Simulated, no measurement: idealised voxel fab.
This is a process module. Its name is voxel self aligned contacts.
The width of the displayed cross-section, cut, is 250 nm; its cells are square, with a size of 5 nm.
Reading order for cross-sections: top band down to bottom band. Underlying form: a grid of square cells. Band size: one or more rows of cells.
Quick guide to a band line: top height, bottom height (nm) up front; then every material left to right with its width in nm. Only one material and it's marked "all across"? Then it fills the band edge to edge. And "blank" just means empty space.
Height is counted from the level 0, under which the received wafer is composed throughout of one material. The lowest of the bands is not closed at the bottom but continues downward, in the notation "0 and below".
A two-number width, for instance "30 to 40", indicates that the width is equal to the first number in the top row of the band and to the second number in the bottom row, and that it changes by a constant amount per row of cells.
The cross-section has no changed cell in any step marked "no modification".
In the "Enclosed internal cavities" entry, you get each enclosed empty space of 8 cells or more, one with no open way to the top, written width x height at distance, distance from the left edge, in nm.
Note: text after step settings on the step line = simulator remark on that step.
overlay nm: for a step with a mask, the amount by which the mask lay right of where it was planned; a negative amount means left of it.
Each pair below shows a cross-section before one step and the cross-section after it, down to the lowest band that changed. The line under each pair gives the step between them, with its settings. The pairs can come from different runs of this module on the same starting wafer, so a pair continues from the pair above only where its "before" says so.
Before
	0 and below  Si all across
	Enclosed internal cavities: none
Post-Step Geometry
	0 down to -5  SiO2 all across
	Lower than -5, everything is as it was.
	Enclosed internal cavities: none
The structure shown above changes from one cross-section to the other through op OXIDIZE | depth nm 5
before: as shown after the step in the preceding pair, directly above.
Post-Step Geometry
	25 down to 0  polySi all across
	Lower than 0, everything is as it was.
	Enclosed internal cavities: none
The structure shown above changes from one cross-section to the other through op DIRECTIONAL_DEP | material polySi | thk nm 25
before: as shown after the step in the preceding pair, directly above.
Post-Step Geometry
	50 down to 25  SiN all across
	Lower than 25, everything is as it was.
	Enclosed internal cavities: none
The structure shown above changes from one cross-section to the other through op DIRECTIONAL_DEP | material SiN | thk nm 25
before: as shown after the step in the preceding pair, directly above.
Post-Step Geometry
	65 down to 50  aC all across
	Lower than 50, everything is as it was.
	Enclosed internal cavities: none
The structure shown above changes from one cross-section to the other through op DIRECTIONAL_DEP | material aC | thk nm 15
before: as shown after the step in the preceding pair, directly above.
Post-Step Geometry
	100 down to 65  blank 70; resist 35; blank 40; resist 35; blank 70
	Lower than 65, everything is as it was.
	Enclosed internal cavities: none
The structure shown above changes from one cross-section to the other through op PATTERN | tone cover | mask id GATE | material resist | width nm 35 | pitch nm 75 | thk nm 35 | overlay nm 0
before: as shown after the step in the preceding pair, directly above.
Post-Step Geometry
	85 down to 65  blank 70; resist 35; blank 40; resist 35; blank 70
	65 down to 50  blank 70; aC 35; blank 40; aC 35; blank 70
	Lower than 50, everything is as it was.
	Enclosed internal cavities: none
The structure shown above changes from one cross-section to the other through op DIRECTIONAL_ETCH | etch materials aC | depth nm 15
before: as shown after the step in the preceding pair, directly above.
Post-Step Geometry
	65 down to 50  blank 70; aC 35; blank 40; aC 35; blank 70
	Lower than 50, everything is as it was.
	Enclosed internal cavities: none
The structure shown above changes from one cross-section to the other through op STRIP | etch materials resist
before: as shown after the step in the preceding pair, directly above.
Post-Step Geometry
	65 down to 50  blank 70; aC 35; blank 40; aC 35; blank 70
	50 down to 25  blank 70; SiN 35; blank 40; SiN 35; blank 70
	Lower than 25, everything is as it was.
	Enclosed internal cavities: none
The structure shown above changes from one cross-section to the other through op DIRECTIONAL_ETCH | etch materials SiN | depth nm 25
before: as shown after the step in the preceding pair, directly above.
Post-Step Geometry
	65 down to 50  blank 70; aC 35; blank 40; aC 35; blank 70
	50 down to 25  blank 70; SiN 35; blank 40; SiN 35; blank 70
	25 down to 0  blank 70; polySi 35; blank 40; polySi 35; blank 70
	Lower than 0, everything is as it was.
	Enclosed internal cavities: none
The structure shown above changes from one cross-section to the other through op DIRECTIONAL_ETCH | etch materials polySi | depth nm 25
before: as shown after the step in the preceding pair, directly above.
Post-Step Geometry
	50 down to 25  blank 70; SiN 35; blank 40; SiN 35; blank 70
	Lower than 25, everything is as it was.
	Enclosed internal cavities: none
The structure shown above changes from one cross-section to the other through op STRIP | etch materials aC
before: as shown after the step in the preceding pair, directly above.
Post-Step Geometry
	60 down to 25  blank 60; SiN 55; blank 20; SiN 55; blank 60
	25 down to 10  blank 60; SiN 10; polySi 35; SiN 10; blank 20; SiN 10; polySi 35; SiN 10; blank 60
	10 down to 0  SiN 70; polySi 35; SiN 40; polySi 35; SiN 70
	Lower than 0, everything is as it was.
	Enclosed internal cavities: none
The structure shown above changes from one cross-section to the other through op CONFORMAL_DEP | material SiN | thk nm 10
before: as shown after the step in the preceding pair, directly above.
Post-Step Geometry
	50 down to 25  blank 60; SiN 55; blank 20; SiN 55; blank 60
	25 down to 0  blank 60; SiN 10; polySi 35; SiN 10; blank 20; SiN 10; polySi 35; SiN 10; blank 60
	Lower than 0, everything is as it was.
	Enclosed internal cavities: none
The structure shown above changes from one cross-section to the other through op DIRECTIONAL_ETCH | etch materials SiN | depth nm 10
before: as shown after the step in the preceding pair, directly above.
Post-Step Geometry
	65 down to 50  SiO2 all across
	50 down to 25  SiO2 60; SiN 55; SiO2 20; SiN 55; SiO2 60
	25 down to 0  SiO2 60; SiN 10; polySi 35; SiN 10; SiO2 20; SiN 10; polySi 35; SiN 10; SiO2 60
	Lower than 0, everything is as it was.
	Enclosed internal cavities: none
The structure shown above changes from one cross-section to the other through op FILL_DEP | material SiO2 | thk nm 15
before: as shown after the step in the preceding pair, directly above.
Post-Step Geometry
	55 down to 50  SiO2 all across
	Lower than 50, everything is as it was.
	Enclosed internal cavities: none
The structure shown above changes from one cross-section to the other through op CMP | height nm 55
before: as shown after the step in the preceding pair, directly above.
Post-Step Geometry
	55 down to 50  SiO2 95; blank 60; SiO2 95
	50 down to 25  SiO2 60; SiN 55; blank 20; SiN 55; SiO2 60
	25 down to 0  SiO2 60; SiN 10; polySi 35; SiN 10; blank 20; SiN 10; polySi 35; SiN 10; SiO2 60
	0 down to -5  SiO2 115; blank 20; SiO2 115
	Lower than -5, everything is as it was.
	Enclosed internal cavities: none
The structure shown above changes from one cross-section to the other through op MASKED_ETCH | tone open | mask id CONTACT | width nm 60 | etch materials SiO2 | depth nm 60 | overlay nm 0
before: as shown after the step in the preceding pair, directly above.
Post-Step Geometry
	60 down to 55  TiN 100; blank 50; TiN 100
	55 down to 50  SiO2 95; TiN 25; blank 10; TiN 25; SiO2 95
	50 down to 25  SiO2 60; SiN 55; TiN 5; blank 10; TiN 5; SiN 55; SiO2 60
	25 down to 0  SiO2 60; SiN 10; polySi 35; SiN 10; TiN 5; blank 10; TiN 5; SiN 10; polySi 35; SiN 10; SiO2 60
	0 down to -5  SiO2 115; TiN 20; SiO2 115
	Lower than -5, everything is as it was.
	Enclosed internal cavities: none
The structure shown above changes from one cross-section to the other through op CONFORMAL_DEP | material TiN | thk nm 5
before: as shown after the step in the preceding pair, directly above.
Post-Step Geometry
	65 down to 60  Ru all across
	60 down to 55  TiN 100; Ru 50; TiN 100
	55 down to 50  SiO2 95; TiN 25; Ru 10; TiN 25; SiO2 95
	50 down to 25  SiO2 60; SiN 55; TiN 5; Ru 10; TiN 5; SiN 55; SiO2 60
	25 down to 0  SiO2 60; SiN 10; polySi 35; SiN 10; TiN 5; Ru 10; TiN 5; SiN 10; polySi 35; SiN 10; SiO2 60
	Lower than 0, everything is as it was.
	Enclosed internal cavities: none
The structure shown above changes from one cross-section to the other through op FILL_DEP | material Ru | thk nm 5
before: as shown after the step in the preceding pair, directly above.
Post-Step Geometry
	55 down to 50  SiO2 95; TiN 25; Ru 10; TiN 25; SiO2 95
	Lower than 50, everything is as it was.
	Enclosed internal cavities: none
The structure shown above changes from one cross-section to the other through op CMP | height nm 55
before: as shown after the step in the preceding pair, directly above.
Post-Step Geometry
	60 down to 55  SiN all across
	Lower than 55, everything is as it was.
	Enclosed internal cavities: none
The structure shown above changes from one cross-section to the other through op CONFORMAL_DEP | material SiN | thk nm 5
Before
	0 and below  Si all across
	Enclosed internal cavities: none
Post-Step Geometry
	25 down to 0  polySi all across
	Lower than 0, everything is as it was.
	Enclosed internal cavities: none
The structure shown above changes from one cross-section to the other through op DIRECTIONAL_DEP | material polySi | thk nm 25
before: as shown after the step in the preceding pair, directly above.
Post-Step Geometry
	50 down to 25  SiN all across
	Lower than 25, everything is as it was.
	Enclosed internal cavities: none
The structure shown above changes from one cross-section to the other through op DIRECTIONAL_DEP | material SiN | thk nm 25
before: as shown after the step in the preceding pair, directly above.
Post-Step Geometry
	65 down to 50  aC all across
	Lower than 50, everything is as it was.
	Enclosed internal cavities: none
The structure shown above changes from one cross-section to the other through op DIRECTIONAL_DEP | material aC | thk nm 15
before: as shown after the step in the preceding pair, directly above.
Post-Step Geometry
	100 down to 65  blank 70; resist 35; blank 40; resist 35; blank 70
	Lower than 65, everything is as it was.
	Enclosed internal cavities: none
The structure shown above changes from one cross-section to the other through op PATTERN | tone cover | mask id GATE | material resist | width nm 35 | pitch nm 75 | thk nm 35 | overlay nm 0
before: as shown after the step in the preceding pair, directly above.
Post-Step Geometry
	85 down to 65  blank 70; resist 35; blank 40; resist 35; blank 70
	65 down to 50  blank 70; aC 35; blank 40; aC 35; blank 70
	Lower than 50, everything is as it was.
	Enclosed internal cavities: none
The structure shown above changes from one cross-section to the other through op DIRECTIONAL_ETCH | etch materials aC | depth nm 15
before: as shown after the step in the preceding pair, directly above.
Post-Step Geometry
	65 down to 50  blank 70; aC 35; blank 40; aC 35; blank 70
	Lower than 50, everything is as it was.
	Enclosed internal cavities: none
The structure shown above changes from one cross-section to the other through op STRIP | etch materials resist
before: as shown after the step in the preceding pair, directly above.
Post-Step Geometry
	65 down to 50  blank 70; aC 35; blank 40; aC 35; blank 70
	50 down to 25  blank 70; SiN 35; blank 40; SiN 35; blank 70
	Lower than 25, everything is as it was.
	Enclosed internal cavities: none
The structure shown above changes from one cross-section to the other through op DIRECTIONAL_ETCH | etch materials SiN | depth nm 25
before: as shown after the step in the preceding pair, directly above.
Post-Step Geometry
	65 down to 50  blank 70; aC 35; blank 40; aC 35; blank 70
	50 down to 25  blank 70; SiN 35; blank 40; SiN 35; blank 70
	25 down to 0  blank 70; polySi 35; blank 40; polySi 35; blank 70
	Lower than 0, everything is as it was.
	Enclosed internal cavities: none
The structure shown above changes from one cross-section to the other through op DIRECTIONAL_ETCH | etch materials polySi | depth nm 25
before: as shown after the step in the preceding pair, directly above.
Post-Step Geometry
	50 down to 25  blank 70; SiN 35; blank 40; SiN 35; blank 70
	Lower than 25, everything is as it was.
	Enclosed internal cavities: none
The structure shown above changes from one cross-section to the other through op STRIP | etch materials aC
before: as shown after the step in the preceding pair, directly above.
Post-Step Geometry
	60 down to 25  blank 60; SiN 55; blank 20; SiN 55; blank 60
	25 down to 10  blank 60; SiN 10; polySi 35; SiN 10; blank 20; SiN 10; polySi 35; SiN 10; blank 60
	10 down to 0  SiN 70; polySi 35; SiN 40; polySi 35; SiN 70
	Lower than 0, everything is as it was.
	Enclosed internal cavities: none
The structure shown above changes from one cross-section to the other through op CONFORMAL_DEP | material SiN | thk nm 10
before: as shown after the step in the preceding pair, directly above.
Post-Step Geometry
	50 down to 25  blank 60; SiN 55; blank 20; SiN 55; blank 60
	25 down to 0  blank 60; SiN 10; polySi 35; SiN 10; blank 20; SiN 10; polySi 35; SiN 10; blank 60
	Lower than 0, everything is as it was.
	Enclosed internal cavities: none
The structure shown above changes from one cross-section to the other through op DIRECTIONAL_ETCH | etch materials SiN | depth nm 10
before: as shown after the step in the preceding pair, directly above.
Post-Step Geometry
	65 down to 50  SiO2 all across
	50 down to 25  SiO2 60; SiN 55; SiO2 20; SiN 55; SiO2 60
	25 down to 0  SiO2 60; SiN 10; polySi 35; SiN 10; SiO2 20; SiN 10; polySi 35; SiN 10; SiO2 60
	Lower than 0, everything is as it was.
	Enclosed internal cavities: none
The structure shown above changes from one cross-section to the other through op FILL_DEP | material SiO2 | thk nm 15
before: as shown after the step in the preceding pair, directly above.
Post-Step Geometry
	55 down to 50  SiO2 all across
	Lower than 50, everything is as it was.
	Enclosed internal cavities: none
The structure shown above changes from one cross-section to the other through op CMP | height nm 55
before: as shown after the step in the preceding pair, directly above.
Post-Step Geometry
	55 down to 50  SiO2 95; blank 60; SiO2 95
	50 down to 25  SiO2 60; SiN 55; blank 20; SiN 55; SiO2 60
	25 down to 0  SiO2 60; SiN 10; polySi 35; SiN 10; blank 20; SiN 10; polySi 35; SiN 10; SiO2 60
	Lower than 0, everything is as it was.
	Enclosed internal cavities: none
The structure shown above changes from one cross-section to the other through op MASKED_ETCH | tone open | mask id CONTACT | width nm 60 | etch materials SiO2 | depth nm 60 | overlay nm 0
before: as shown after the step in the preceding pair, directly above.
Post-Step Geometry
	60 down to 55  TiN 100; blank 50; TiN 100
	55 down to 50  SiO2 95; TiN 25; blank 10; TiN 25; SiO2 95
	50 down to 25  SiO2 60; SiN 55; TiN 5; blank 10; TiN 5; SiN 55; SiO2 60
	25 down to 5  SiO2 60; SiN 10; polySi 35; SiN 10; TiN 5; blank 10; TiN 5; SiN 10; polySi 35; SiN 10; SiO2 60
	5 down to 0  SiO2 60; SiN 10; polySi 35; SiN 10; TiN 20; SiN 10; polySi 35; SiN 10; SiO2 60
	Lower than 0, everything is as it was.
	Enclosed internal cavities: none
The structure shown above changes from one cross-section to the other through op CONFORMAL_DEP | material TiN | thk nm 5
before: as shown after the step in the preceding pair, directly above.
Post-Step Geometry
	65 down to 60  Ru all across
	60 down to 55  TiN 100; Ru 50; TiN 100
	55 down to 50  SiO2 95; TiN 25; Ru 10; TiN 25; SiO2 95
	50 down to 25  SiO2 60; SiN 55; TiN 5; Ru 10; TiN 5; SiN 55; SiO2 60
	25 down to 5  SiO2 60; SiN 10; polySi 35; SiN 10; TiN 5; Ru 10; TiN 5; SiN 10; polySi 35; SiN 10; SiO2 60
	Lower than 5, everything is as it was.
	Enclosed internal cavities: none
The structure shown above changes from one cross-section to the other through op FILL_DEP | material Ru | thk nm 5
before: as shown after the step in the preceding pair, directly above.
Post-Step Geometry
	55 down to 50  SiO2 95; TiN 25; Ru 10; TiN 25; SiO2 95
	Lower than 50, everything is as it was.
	Enclosed internal cavities: none
The structure shown above changes from one cross-section to the other through op CMP | height nm 55
before: as shown after the step in the preceding pair, directly above.
Post-Step Geometry
	60 down to 55  SiN all across
	Lower than 55, everything is as it was.
	Enclosed internal cavities: none
The structure shown above changes from one cross-section to the other through op CONFORMAL_DEP | material SiN | thk nm 5
Before
	50 down to 25  SiN all across
	25 down to 0  polySi all across
	0 down to -5  SiO2 all across
	-5 and below  Si all across
	Enclosed internal cavities: none
Post-Step Geometry
	75 down to 25  SiN all across
	Lower than 25, everything is as it was.
	Enclosed internal cavities: none
The structure shown above changes from one cross-section to the other through op DIRECTIONAL_DEP | material SiN | thk nm 25
before: as shown after the step in the preceding pair, directly above.
Post-Step Geometry
	90 down to 75  aC all across
	Lower than 75, everything is as it was.
	Enclosed internal cavities: none
The structure shown above changes from one cross-section to the other through op DIRECTIONAL_DEP | material aC | thk nm 15
before: as shown after the step in the preceding pair, directly above.
Post-Step Geometry
	125 down to 90  blank 70; resist 35; blank 40; resist 35; blank 70
	Lower than 90, everything is as it was.
	Enclosed internal cavities: none
The structure shown above changes from one cross-section to the other through op PATTERN | tone cover | mask id GATE | material resist | width nm 35 | pitch nm 75 | thk nm 35 | overlay nm 0
before: as shown after the step in the preceding pair, directly above.
Post-Step Geometry
	110 down to 90  blank 70; resist 35; blank 40; resist 35; blank 70
	90 down to 75  blank 70; aC 35; blank 40; aC 35; blank 70
	Lower than 75, everything is as it was.
	Enclosed internal cavities: none
The structure shown above changes from one cross-section to the other through op DIRECTIONAL_ETCH | etch materials aC | depth nm 15
before: as shown after the step in the preceding pair, directly above.
Post-Step Geometry
	90 down to 75  blank 70; aC 35; blank 40; aC 35; blank 70
	Lower than 75, everything is as it was.
	Enclosed internal cavities: none
The structure shown above changes from one cross-section to the other through op STRIP | etch materials resist
before: as shown after the step in the preceding pair, directly above.
Post-Step Geometry
	90 down to 75  blank 70; aC 35; blank 40; aC 35; blank 70
	75 down to 50  blank 70; SiN 35; blank 40; SiN 35; blank 70
	Lower than 50, everything is as it was.
	Enclosed internal cavities: none
The structure shown above changes from one cross-section to the other through op DIRECTIONAL_ETCH | etch materials SiN | depth nm 25
before: as shown after the step in the preceding pair, directly above.
Post-Step Geometry
	75 down to 50  blank 70; SiN 35; blank 40; SiN 35; blank 70
	Lower than 50, everything is as it was.
	Enclosed internal cavities: none
The structure shown above changes from one cross-section to the other through op STRIP | etch materials aC
before: as shown after the step in the preceding pair, directly above.
Post-Step Geometry
	85 down to 60  blank 60; SiN 55; blank 20; SiN 55; blank 60
	60 down to 25  SiN all across
	Lower than 25, everything is as it was.
	Enclosed internal cavities: none
The structure shown above changes from one cross-section to the other through op CONFORMAL_DEP | material SiN | thk nm 10
before: as shown after the step in the preceding pair, directly above.
Post-Step Geometry
	75 down to 50  blank 60; SiN 55; blank 20; SiN 55; blank 60
	Lower than 50, everything is as it was.
	Enclosed internal cavities: none
The structure shown above changes from one cross-section to the other through op DIRECTIONAL_ETCH | etch materials SiN | depth nm 10
before: as shown after the step in the preceding pair, directly above.
Post-Step Geometry
	90 down to 75  SiO2 all across
	75 down to 50  SiO2 60; SiN 55; SiO2 20; SiN 55; SiO2 60
	Lower than 50, everything is as it was.
	Enclosed internal cavities: none
The structure shown above changes from one cross-section to the other through op FILL_DEP | material SiO2 | thk nm 15
before: as shown after the step in the preceding pair, directly above.
Post-Step Geometry
	55 down to 50  SiO2 60; SiN 55; SiO2 20; SiN 55; SiO2 60
	Lower than 50, everything is as it was.
	Enclosed internal cavities: none
The structure shown above changes from one cross-section to the other through op CMP | height nm 55
before: as shown after the step in the preceding pair, directly above.
Post-Step Geometry
	55 down to 50  SiO2 60; SiN 55; blank 20; SiN 55; SiO2 60
	Lower than 50, everything is as it was.
	Enclosed internal cavities: none
The structure shown above changes from one cross-section to the other through op MASKED_ETCH | tone open | mask id CONTACT | width nm 60 | etch materials SiO2 | depth nm 60 | overlay nm 0
before: as shown after the step in the preceding pair, directly above.
Post-Step Geometry
	60 down to 55  TiN 120; blank 10; TiN 120
	55 down to 50  SiO2 60; SiN 55; TiN 20; SiN 55; SiO2 60
	Lower than 50, everything is as it was.
	Enclosed internal cavities: none
The structure shown above changes from one cross-section to the other through op CONFORMAL_DEP | material TiN | thk nm 5
before: as shown after the step in the preceding pair, directly above.
Post-Step Geometry
	65 down to 60  Ru all across
	60 down to 55  TiN 120; Ru 10; TiN 120
	Lower than 55, everything is as it was.
	Enclosed internal cavities: none
The structure shown above changes from one cross-section to the other through op FILL_DEP | material Ru | thk nm 5
before: as shown after the step in the preceding pair, directly above.
Post-Step Geometry
	55 down to 50  SiO2 60; SiN 55; TiN 20; SiN 55; SiO2 60
	Lower than 50, everything is as it was.
	Enclosed internal cavities: none
The structure shown above changes from one cross-section to the other through op CMP | height nm 55
before: as shown after the step in the preceding pair, directly above.
Post-Step Geometry
	60 down to 55  SiN all across
	Lower than 55, everything is as it was.
	Enclosed internal cavities: none
The structure shown above changes from one cross-section to the other through op CONFORMAL_DEP | material SiN | thk nm 5
Before
	0 down to -5  SiO2 all across
	-5 and below  Si all across
	Enclosed internal cavities: none
Post-Step Geometry
	25 down to 0  SiN all across
	Lower than 0, everything is as it was.
	Enclosed internal cavities: none
The structure shown above changes from one cross-section to the other through op DIRECTIONAL_DEP | material SiN | thk nm 25
before: as shown after the step in the preceding pair, directly above.
Post-Step Geometry
	50 down to 25  polySi all across
	Lower than 25, everything is as it was.
	Enclosed internal cavities: none
The structure shown above changes from one cross-section to the other through op DIRECTIONAL_DEP | material polySi | thk nm 25
before: as shown after the step in the preceding pair, directly above.
Post-Step Geometry
	65 down to 50  aC all across
	Lower than 50, everything is as it was.
	Enclosed internal cavities: none
The structure shown above changes from one cross-section to the other through op DIRECTIONAL_DEP | material aC | thk nm 15
before: as shown after the step in the preceding pair, directly above.
Post-Step Geometry
	100 down to 65  blank 70; resist 35; blank 40; resist 35; blank 70
	Lower than 65, everything is as it was.
	Enclosed internal cavities: none
The structure shown above changes from one cross-section to the other through op PATTERN | tone cover | mask id GATE | material resist | width nm 35 | pitch nm 75 | thk nm 35 | overlay nm 0
before: as shown after the step in the preceding pair, directly above.
Post-Step Geometry
	85 down to 65  blank 70; resist 35; blank 40; resist 35; blank 70
	65 down to 50  blank 70; aC 35; blank 40; aC 35; blank 70
	Lower than 50, everything is as it was.
	Enclosed internal cavities: none
The structure shown above changes from one cross-section to the other through op DIRECTIONAL_ETCH | etch materials aC | depth nm 15
before: as shown after the step in the preceding pair, directly above.
Post-Step Geometry
	65 down to 50  blank 70; aC 35; blank 40; aC 35; blank 70
	Lower than 50, everything is as it was.
	Enclosed internal cavities: none
The structure shown above changes from one cross-section to the other through op STRIP | etch materials resist
before: as shown after the step in the preceding pair, directly above.
Post-Step Geometry
	65 down to 50  blank 70; aC 35; blank 40; aC 35; blank 70
	50 down to 25  blank 70; polySi 35; blank 40; polySi 35; blank 70
	Lower than 25, everything is as it was.
	Enclosed internal cavities: none
The structure shown above changes from one cross-section to the other through op DIRECTIONAL_ETCH | etch materials polySi | depth nm 25
before: as shown after the step in the preceding pair, directly above.
Post-Step Geometry
	50 down to 25  blank 70; polySi 35; blank 40; polySi 35; blank 70
	Lower than 25, everything is as it was.
	Enclosed internal cavities: none
The structure shown above changes from one cross-section to the other through op STRIP | etch materials aC
before: as shown after the step in the preceding pair, directly above.
Post-Step Geometry
	60 down to 50  blank 60; SiN 55; blank 20; SiN 55; blank 60
	50 down to 35  blank 60; SiN 10; polySi 35; SiN 10; blank 20; SiN 10; polySi 35; SiN 10; blank 60
	35 down to 25  SiN 70; polySi 35; SiN 40; polySi 35; SiN 70
	Lower than 25, everything is as it was.
	Enclosed internal cavities: none
The structure shown above changes from one cross-section to the other through op CONFORMAL_DEP | material SiN | thk nm 10
before: as shown after the step in the preceding pair, directly above.
Post-Step Geometry
	50 down to 25  blank 60; SiN 10; polySi 35; SiN 10; blank 20; SiN 10; polySi 35; SiN 10; blank 60
	Lower than 25, everything is as it was.
	Enclosed internal cavities: none
The structure shown above changes from one cross-section to the other through op DIRECTIONAL_ETCH | etch materials SiN | depth nm 10
before: as shown after the step in the preceding pair, directly above.
Post-Step Geometry
	65 down to 50  SiO2 all across
	50 down to 25  SiO2 60; SiN 10; polySi 35; SiN 10; SiO2 20; SiN 10; polySi 35; SiN 10; SiO2 60
	Lower than 25, everything is as it was.
	Enclosed internal cavities: none
The structure shown above changes from one cross-section to the other through op FILL_DEP | material SiO2 | thk nm 15
before: as shown after the step in the preceding pair, directly above.
Post-Step Geometry
	55 down to 50  SiO2 all across
	Lower than 50, everything is as it was.
	Enclosed internal cavities: none
The structure shown above changes from one cross-section to the other through op CMP | height nm 55
before: as shown after the step in the preceding pair, directly above.
Post-Step Geometry
	55 down to 50  SiO2 95; blank 60; SiO2 95
	50 down to 25  SiO2 60; SiN 10; polySi 35; SiN 10; blank 20; SiN 10; polySi 35; SiN 10; SiO2 60
	Lower than 25, everything is as it was.
	Enclosed internal cavities: none
The structure shown above changes from one cross-section to the other through op MASKED_ETCH | tone open | mask id CONTACT | width nm 60 | etch materials SiO2 | depth nm 60 | overlay nm 0
before: as shown after the step in the preceding pair, directly above.
Post-Step Geometry
	60 down to 55  TiN 100; blank 50; TiN 100
	55 down to 50  SiO2 95; TiN 25; blank 10; TiN 25; SiO2 95
	50 down to 30  SiO2 60; SiN 10; polySi 35; SiN 10; TiN 5; blank 10; TiN 5; SiN 10; polySi 35; SiN 10; SiO2 60
	30 down to 25  SiO2 60; SiN 10; polySi 35; SiN 10; TiN 20; SiN 10; polySi 35; SiN 10; SiO2 60
	Lower than 25, everything is as it was.
	Enclosed internal cavities: none
The structure shown above changes from one cross-section to the other through op CONFORMAL_DEP | material TiN | thk nm 5
before: as shown after the step in the preceding pair, directly above.
Post-Step Geometry
	65 down to 60  Ru all across
	60 down to 55  TiN 100; Ru 50; TiN 100
	55 down to 50  SiO2 95; TiN 25; Ru 10; TiN 25; SiO2 95
	50 down to 30  SiO2 60; SiN 10; polySi 35; SiN 10; TiN 5; Ru 10; TiN 5; SiN 10; polySi 35; SiN 10; SiO2 60
	Lower than 30, everything is as it was.
	Enclosed internal cavities: none
The structure shown above changes from one cross-section to the other through op FILL_DEP | material Ru | thk nm 5
before: as shown after the step in the preceding pair, directly above.
Post-Step Geometry
	55 down to 50  SiO2 95; TiN 25; Ru 10; TiN 25; SiO2 95
	Lower than 50, everything is as it was.
	Enclosed internal cavities: none
The structure shown above changes from one cross-section to the other through op CMP | height nm 55
before: as shown after the step in the preceding pair, directly above.
Post-Step Geometry
	60 down to 55  SiN all across
	Lower than 55, everything is as it was.
	Enclosed internal cavities: none
The structure shown above changes from one cross-section to the other through op CONFORMAL_DEP | material SiN | thk nm 5
Before
	50 down to 25  blank 70; SiN 35; blank 40; SiN 35; blank 70
	25 down to 0  blank 70; polySi 35; blank 40; polySi 35; blank 70
	0 down to -5  SiO2 all across
	-5 and below  Si all across
	Enclosed internal cavities: none
Post-Step Geometry
	55 down to 25  blank 65; SiN 45; blank 30; SiN 45; blank 65
	25 down to 5  blank 65; SiN 5; polySi 35; SiN 5; blank 30; SiN 5; polySi 35; SiN 5; blank 65
	5 down to 0  SiN 70; polySi 35; SiN 40; polySi 35; SiN 70
	Lower than 0, everything is as it was.
	Enclosed internal cavities: none
The structure shown above changes from one cross-section to the other through op CONFORMAL_DEP | material SiN | thk nm 5
before: as shown after the step in the preceding pair, directly above.
Post-Step Geometry
	45 down to 25  blank 65; SiN 45; blank 30; SiN 45; blank 65
	25 down to 0  blank 65; SiN 5; polySi 35; SiN 5; blank 30; SiN 5; polySi 35; SiN 5; blank 65
	Lower than 0, everything is as it was.
	Enclosed internal cavities: none
The structure shown above changes from one cross-section to the other through op DIRECTIONAL_ETCH | etch materials SiN | depth nm 10
before: as shown after the step in the preceding pair, directly above.
Post-Step Geometry
	60 down to 45  SiO2 all across
	45 down to 25  SiO2 65; SiN 45; SiO2 30; SiN 45; SiO2 65
	25 down to 0  SiO2 65; SiN 5; polySi 35; SiN 5; SiO2 30; SiN 5; polySi 35; SiN 5; SiO2 65
	Lower than 0, everything is as it was.
	Enclosed internal cavities: none
The structure shown above changes from one cross-section to the other through op FILL_DEP | material SiO2 | thk nm 15
before: as shown after the step in the preceding pair, directly above.
Post-Step Geometry
	55 down to 45  SiO2 all across
	Lower than 45, everything is as it was.
	Enclosed internal cavities: none
The structure shown above changes from one cross-section to the other through op CMP | height nm 55
before: as shown after the step in the preceding pair, directly above.
Post-Step Geometry
	55 down to 45  SiO2 95; blank 60; SiO2 95
	45 down to 25  SiO2 65; SiN 45; blank 30; SiN 45; SiO2 65
	25 down to 0  SiO2 65; SiN 5; polySi 35; SiN 5; blank 30; SiN 5; polySi 35; SiN 5; SiO2 65
	0 down to -5  SiO2 110; blank 30; SiO2 110
	Lower than -5, everything is as it was.
	Enclosed internal cavities: none
The structure shown above changes from one cross-section to the other through op MASKED_ETCH | tone open | mask id CONTACT | width nm 60 | etch materials SiO2 | depth nm 60 | overlay nm 0
before: as shown after the step in the preceding pair, directly above.
Post-Step Geometry
	60 down to 55  TiN 100; blank 50; TiN 100
	55 down to 45  SiO2 95; TiN 5 to 20; blank 50 to 20; TiN 5 to 20; SiO2 95
	45 down to 25  SiO2 65; SiN 45; TiN 5; blank 20; TiN 5; SiN 45; SiO2 65
	25 down to 0  SiO2 65; SiN 5; polySi 35; SiN 5; TiN 5; blank 20; TiN 5; SiN 5; polySi 35; SiN 5; SiO2 65
	0 down to -5  SiO2 110; TiN 30; SiO2 110
	Lower than -5, everything is as it was.
	Enclosed internal cavities: none
The structure shown above changes from one cross-section to the other through op CONFORMAL_DEP | material TiN | thk nm 5
before: as shown after the step in the preceding pair, directly above.
Post-Step Geometry
	65 down to 60  Ru all across
	60 down to 55  TiN 100; Ru 50; TiN 100
	55 down to 45  SiO2 95; TiN 5 to 20; Ru 50 to 20; TiN 5 to 20; SiO2 95
	45 down to 25  SiO2 65; SiN 45; TiN 5; Ru 20; TiN 5; SiN 45; SiO2 65
	25 down to 0  SiO2 65; SiN 5; polySi 35; SiN 5; TiN 5; Ru 20; TiN 5; SiN 5; polySi 35; SiN 5; SiO2 65
	Lower than 0, everything is as it was.
	Enclosed internal cavities: none
The structure shown above changes from one cross-section to the other through op FILL_DEP | material Ru | thk nm 5
before: as shown after the step in the preceding pair, directly above.
Post-Step Geometry
	55 down to 45  SiO2 95; TiN 5 to 20; Ru 50 to 20; TiN 5 to 20; SiO2 95
	Lower than 45, everything is as it was.
	Enclosed internal cavities: none
The structure shown above changes from one cross-section to the other through op CMP | height nm 55
before: as shown after the step in the preceding pair, directly above.
Post-Step Geometry
	60 down to 55  SiN all across
	Lower than 55, everything is as it was.
	Enclosed internal cavities: none
The structure shown above changes from one cross-section to the other through op CONFORMAL_DEP | material SiN | thk nm 5
Before
	65 down to 50  aC all across
	50 down to 25  SiN all across
	25 down to 0  polySi all across
	0 down to -5  SiO2 all across
	-5 and below  Si all across
	Enclosed internal cavities: none
Post-Step Geometry
	100 down to 65  blank 75; resist 25; blank 50; resist 25; blank 75
	Lower than 65, everything is as it was.
	Enclosed internal cavities: none
The structure shown above changes from one cross-section to the other through op PATTERN | tone cover | mask id GATE | material resist | width nm 25 | pitch nm 75 | thk nm 35 | overlay nm 0
before: as shown after the step in the preceding pair, directly above.
Post-Step Geometry
	85 down to 65  blank 75; resist 25; blank 50; resist 25; blank 75
	65 down to 50  blank 75; aC 25; blank 50; aC 25; blank 75
	Lower than 50, everything is as it was.
	Enclosed internal cavities: none
The structure shown above changes from one cross-section to the other through op DIRECTIONAL_ETCH | etch materials aC | depth nm 15
before: as shown after the step in the preceding pair, directly above.
Post-Step Geometry
	65 down to 50  blank 75; aC 25; blank 50; aC 25; blank 75
	Lower than 50, everything is as it was.
	Enclosed internal cavities: none
The structure shown above changes from one cross-section to the other through op STRIP | etch materials resist
